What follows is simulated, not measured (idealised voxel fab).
Name of the process module below: voxel self aligned contacts
This is section cut - it's 240 nm across, gridded in 5 nm square cells.
A cross-section is written here as square cells arranged in a grid, and it is given in bands from the top down, each band taking up one or more rows of cells. Top, bottom (nm), then materials left to right with widths (nm); lone material tagged "everywhere" fills the whole band edge to edge; "blank" = empty space. A quick word on heights: they are counted from 0, and under that level the wafer as it came to us is one material throughout. The lowest band is different from the rest in having no bottom; it simply continues downward, written as in "0..down". Top row gets the first number, bottom row gets the second, and each row in between changes by the same step: that is how a band width like "30->40" works. "nothing got changed" for a step: no cell of the cross-section changed in that step. You'll see "Trapped voids" listing empty spaces that have no way open to the top, as long as they're 8 cells or more; the notation is width x height at distance, where the distance is from the left edge, and all of it is in nm. On a step's line, text after the settings is the simulator commenting on that step. Regarding "overlay nm": on a step with a mask, it is the distance the mask lay to the right of its planned place; a negative value places it to the left.

**These are the steps we planned for the process**
1: RECEIVE: material Si
2: OXIDIZE: depth nm 5
3: DIRECTIONAL_DEP: material polySi, thk nm 20
4: DIRECTIONAL_DEP: material SiN, thk nm 15
5: PATTERN: tone cover, mask id GATE, material resist, width nm 30, pitch nm 60, thk nm 20, overlay nm 0
6: DIRECTIONAL_ETCH: etch materials SiN, depth nm 15
7: DIRECTIONAL_ETCH: etch materials polySi, depth nm 20
8: STRIP: etch materials resist
9: CONFORMAL_DEP: material SiN, thk nm 5
10: DIRECTIONAL_ETCH: etch materials SiN, depth nm 5
11: FILL_DEP: material SiO2, thk nm 15
12: CMP: height nm 40
13: PATTERN: tone open, mask id CONTACT, material resist, width nm 40, thk nm 15, overlay nm 0
14: DIRECTIONAL_ETCH: etch materials SiO2, depth nm 45
15: STRIP: etch materials resist
16: CONFORMAL_DEP: material TiN, thk nm 5
17: FILL_DEP: material Ru, thk nm 5
18: CMP: height nm 40
19: CONFORMAL_DEP: material SiCN, thk nm 5

**The first of the two wafers, which ran as planned**

**Shown in cross-section is the wafer as received, that is, as it stands after step 1**
  0..down = Si everywhere
  Trapped voids: none

**You're looking at a cross-section of the wafer after step 2**
  0..-5 = SiO2 everywhere
  At heights below -5, the structure remains unaltered.

**You're looking at a cross-section of the wafer after step 3**
  20..0 = polySi everywhere
  At heights below 0, the structure remains unaltered.

**You're looking at a cross-section of the wafer after step 4**
  35..20 = SiN everywhere
  At heights below 20, the structure remains unaltered.

**You're looking at a cross-section of the wafer after step 5**
  55..35 = blank (75) | resist (30) | blank (30) | resist (30) | blank (75)
  At heights below 35, the structure remains unaltered.

**You're looking at a cross-section of the wafer after step 6**
  55..35 = blank (75) | resist (30) | blank (30) | resist (30) | blank (75)
  35..20 = blank (75) | SiN (30) | blank (30) | SiN (30) | blank (75)
  At heights below 20, the structure remains unaltered.

**You're looking at a cross-section of the wafer after step 7**
  55..35 = blank (75) | resist (30) | blank (30) | resist (30) | blank (75)
  35..20 = blank (75) | SiN (30) | blank (30) | SiN (30) | blank (75)
  20..0 = blank (75) | polySi (30) | blank (30) | polySi (30) | blank (75)
  At heights below 0, the structure remains unaltered.

**You're looking at a cross-section of the wafer after step 8**
  35..20 = blank (75) | SiN (30) | blank (30) | SiN (30) | blank (75)
  At heights below 20, the structure remains unaltered.

**You're looking at a cross-section of the wafer after step 9**
  40..20 = blank (70) | SiN (40) | blank (20) | SiN (40) | blank (70)
  20..5 = blank (70) | SiN (5) | polySi (30) | SiN (5) | blank (20) | SiN (5) | polySi (30) | SiN (5) | blank (70)
  5..0 = SiN (75) | polySi (30) | SiN (30) | polySi (30) | SiN (75)
  At heights below 0, the structure remains unaltered.

**You're looking at a cross-section of the wafer after step 10**
  35..20 = blank (70) | SiN (40) | blank (20) | SiN (40) | blank (70)
  20..0 = blank (70) | SiN (5) | polySi (30) | SiN (5) | blank (20) | SiN (5) | polySi (30) | SiN (5) | blank (70)
  At heights below 0, the structure remains unaltered.

**You're looking at a cross-section of the wafer after step 11**
  50..35 = SiO2 everywhere
  35..20 = SiO2 (70) | SiN (40) | SiO2 (20) | SiN (40) | SiO2 (70)
  20..0 = SiO2 (70) | SiN (5) | polySi (30) | SiN (5) | SiO2 (20) | SiN (5) | polySi (30) | SiN (5) | SiO2 (70)
  At heights below 0, the structure remains unaltered.

**You're looking at a cross-section of the wafer after step 12**
  40..35 = SiO2 everywhere
  At heights below 35, the structure remains unaltered.

**You're looking at a cross-section of the wafer after step 13**
  55..40 = resist (100) | blank (40) | resist (100)
  At heights below 40, the structure remains unaltered.

**You're looking at a cross-section of the wafer after step 14**
  55..40 = resist (100) | blank (40) | resist (100)
  40..35 = SiO2 (100) | blank (40) | SiO2 (100)
  35..20 = SiO2 (70) | SiN (40) | blank (20) | SiN (40) | SiO2 (70)
  20..0 = SiO2 (70) | SiN (5) | polySi (30) | SiN (5) | blank (20) | SiN (5) | polySi (30) | SiN (5) | SiO2 (70)
  0..-5 = SiO2 (110) | blank (20) | SiO2 (110)
  At heights below -5, the structure remains unaltered.

**You're looking at a cross-section of the wafer after step 15**
  40..35 = SiO2 (100) | blank (40) | SiO2 (100)
  At heights below 35, the structure remains unaltered.

**You're looking at a cross-section of the wafer after step 16**
  45..40 = TiN (105) | blank (30) | TiN (105)
  40..35 = SiO2 (100) | TiN (15) | blank (10) | TiN (15) | SiO2 (100)
  35..20 = SiO2 (70) | SiN (40) | TiN (5) | blank (10) | TiN (5) | SiN (40) | SiO2 (70)
  20..0 = SiO2 (70) | SiN (5) | polySi (30) | SiN (5) | TiN (5) | blank (10) | TiN (5) | SiN (5) | polySi (30) | SiN (5) | SiO2 (70)
  0..-5 = SiO2 (110) | TiN (20) | SiO2 (110)
  At heights below -5, the structure remains unaltered.

**You're looking at a cross-section of the wafer after step 17**
  50..45 = Ru everywhere
  45..40 = TiN (105) | Ru (30) | TiN (105)
  40..35 = SiO2 (100) | TiN (15) | Ru (10) | TiN (15) | SiO2 (100)
  35..20 = SiO2 (70) | SiN (40) | TiN (5) | Ru (10) | TiN (5) | SiN (40) | SiO2 (70)
  20..0 = SiO2 (70) | SiN (5) | polySi (30) | SiN (5) | TiN (5) | Ru (10) | TiN (5) | SiN (5) | polySi (30) | SiN (5) | SiO2 (70)
  At heights below 0, the structure remains unaltered.

**You're looking at a cross-section of the wafer after step 18**
  40..35 = SiO2 (100) | TiN (15) | Ru (10) | TiN (15) | SiO2 (100)
  At heights below 35, the structure remains unaltered.

**You're looking at a cross-section of the wafer after step 19**
  45..40 = SiCN everywhere
  At heights below 40, the structure remains unaltered.

**Notes, second wafer: start = first wafer's, plan = first wafer's, execution had one mistake; history identical to first through step 12**

**Cross-section: second wafer, time at which step 13 was scheduled to end**
  55..40 = resist (105) | blank (35) | resist (100)
  At heights below 40, the structure remains unaltered.

**Cross-section: second wafer, time at which step 14 was scheduled to end**
  55..40 = resist (105) | blank (35) | resist (100)
  40..35 = SiO2 (105) | blank (35) | SiO2 (100)
  35..20 = SiO2 (70) | SiN (40) | blank (20) | SiN (40) | SiO2 (70)
  20..0 = SiO2 (70) | SiN (5) | polySi (30) | SiN (5) | blank (20) | SiN (5) | polySi (30) | SiN (5) | SiO2 (70)
  0..-5 = SiO2 (110) | blank (20) | SiO2 (110)
  At heights below -5, the structure remains unaltered.

**Cross-section: second wafer, time at which step 15 was scheduled to end**
  40..35 = SiO2 (105) | blank (35) | SiO2 (100)
  At heights below 35, the structure remains unaltered.

**Cross-section: second wafer, time at which step 16 was scheduled to end**
  45..40 = TiN (110) | blank (25) | TiN (105)
  40..35 = SiO2 (105) | TiN (10) | blank (10) | TiN (15) | SiO2 (100)
  35..20 = SiO2 (70) | SiN (40) | TiN (5) | blank (10) | TiN (5) | SiN (40) | SiO2 (70)
  20..0 = SiO2 (70) | SiN (5) | polySi (30) | SiN (5) | TiN (5) | blank (10) | TiN (5) | SiN (5) | polySi (30) | SiN (5) | SiO2 (70)
  0..-5 = SiO2 (110) | TiN (20) | SiO2 (110)
  At heights below -5, the structure remains unaltered.

**Cross-section: second wafer, time at which step 17 was scheduled to end**
  50..45 = Ru everywhere
  45..40 = TiN (110) | Ru (25) | TiN (105)
  40..35 = SiO2 (105) | TiN (10) | Ru (10) | TiN (15) | SiO2 (100)
  35..20 = SiO2 (70) | SiN (40) | TiN (5) | Ru (10) | TiN (5) | SiN (40) | SiO2 (70)
  20..0 = SiO2 (70) | SiN (5) | polySi (30) | SiN (5) | TiN (5) | Ru (10) | TiN (5) | SiN (5) | polySi (30) | SiN (5) | SiO2 (70)
  At heights below 0, the structure remains unaltered.

**Cross-section: second wafer, time at which step 18 was scheduled to end**
  40..35 = SiO2 (105) | TiN (10) | Ru (10) | TiN (15) | SiO2 (100)
  At heights below 35, the structure remains unaltered.

**Cross-section: second wafer, time at which step 19 was scheduled to end**
  45..40 = SiCN everywhere
  At heights below 40, the structure remains unaltered.
Short version of what went wrong: step 13, actual vs plan mismatch, actual run PATTERN: tone open, mask id CONTACT, material resist, width nm 35, thk nm 15, overlay nm 0
Cell-count delta at end, second wafer over first, by material: 1 more of SiO2; 1 fewer of TiN
